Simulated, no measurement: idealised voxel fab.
process module | voxel ribs on slabs
cross-section cut | 290 nm wide | cells 5 nm
A cross-section is a grid of square cells, given in bands from the top down. A band is one or more rows of cells.
Each band's line starts with the height of the band's top and of its bottom, in nm. Then come its materials from left to right, each with its width in nm. One material with "throughout" fills the band from edge to edge. "air" is empty space.
Height 0 is the level under which the wafer as received is all one material. The lowest band goes on downwards, as in "0 down".
A width such as "30 to 40" changes by the same amount from each row of cells to the next, from the band's top row to its bottom row.
"no change" after a step means that no cell of the cross-section changed.
closed voids: empty space of 8 cells or more with no open way to the top, each as width x height at its distance from the left edge, in nm
after a step's settings: what the simulator itself notes on the step
overlay nm, on a step with a mask: how far to the right of its planned place the mask lay; to the left if negative
plan
1 op RECEIVE | material Si
2 op DIRECTIONAL_DEP | material SiO2 | thk nm 30
3 op DIRECTIONAL_DEP | material SiN | thk nm 15
4 op DIRECTIONAL_DEP | material aC | thk nm 15
5 op PATTERN | tone cover | mask id RIB | material resist | width nm 15 | thk nm 35 | overlay nm 0
6 op DIRECTIONAL_ETCH | etch materials aC | depth nm 15
7 op STRIP | etch materials resist
8 op DIRECTIONAL_ETCH | etch materials SiN | depth nm 10
9 op STRIP | etch materials aC
10 op DIRECTIONAL_DEP | material aC | thk nm 10
11 op PATTERN | tone cover | mask id SLAB | material resist | width nm 65 | thk nm 30 | overlay nm 0
12 op DIRECTIONAL_ETCH | etch materials aC | depth nm 10
13 op STRIP | etch materials resist
14 op DIRECTIONAL_ETCH | etch materials SiN | depth nm 5
15 op STRIP | etch materials aC
16 op FILL_DEP | material SiO2 | thk nm 25
17 op CMP | height nm 65
18 op DIRECTIONAL_DEP | material TiN | thk nm 10
19 op MASKED_ETCH | tone cover | mask id HEATER | width nm 25 | etch materials TiN | depth nm 10 | overlay nm 0
20 op CONFORMAL_DEP | material SiO2 | thk nm 5
as received, after step 1
  0 down: Si throughout
  closed voids: none
first wafer at the end, as planned
  80 to 75: air 125 | SiO2 35 | air 130
  75 to 70: air 125 | SiO2 5 | TiN 25 | SiO2 5 | air 130
  70 to 65: SiO2 130 | TiN 25 | SiO2 135
  65 to 45: SiO2 throughout
  45 to 35: SiO2 135 | SiN 15 | SiO2 140
  35 to 30: SiO2 110 | SiN 65 | SiO2 115
  30 to 0: SiO2 throughout
  0 down: Si throughout
  closed voids: none
second wafer at the end: like start, like plan, one mistake
  80 to 75: air 125 | SiO2 35 | air 130
  75 to 70: air 125 | SiO2 5 | TiN 25 | SiO2 5 | air 130
  70 to 65: SiO2 130 | TiN 25 | SiO2 135
  65 to 60: SiO2 110 | SiN 65 | SiO2 115
  60 to 0: SiO2 throughout
  0 down: Si throughout
  closed voids: none
what went wrong: step 2 was run twice
at the end the second wafer has, in cells: 6 fewer of SiN | 6 more of SiO2
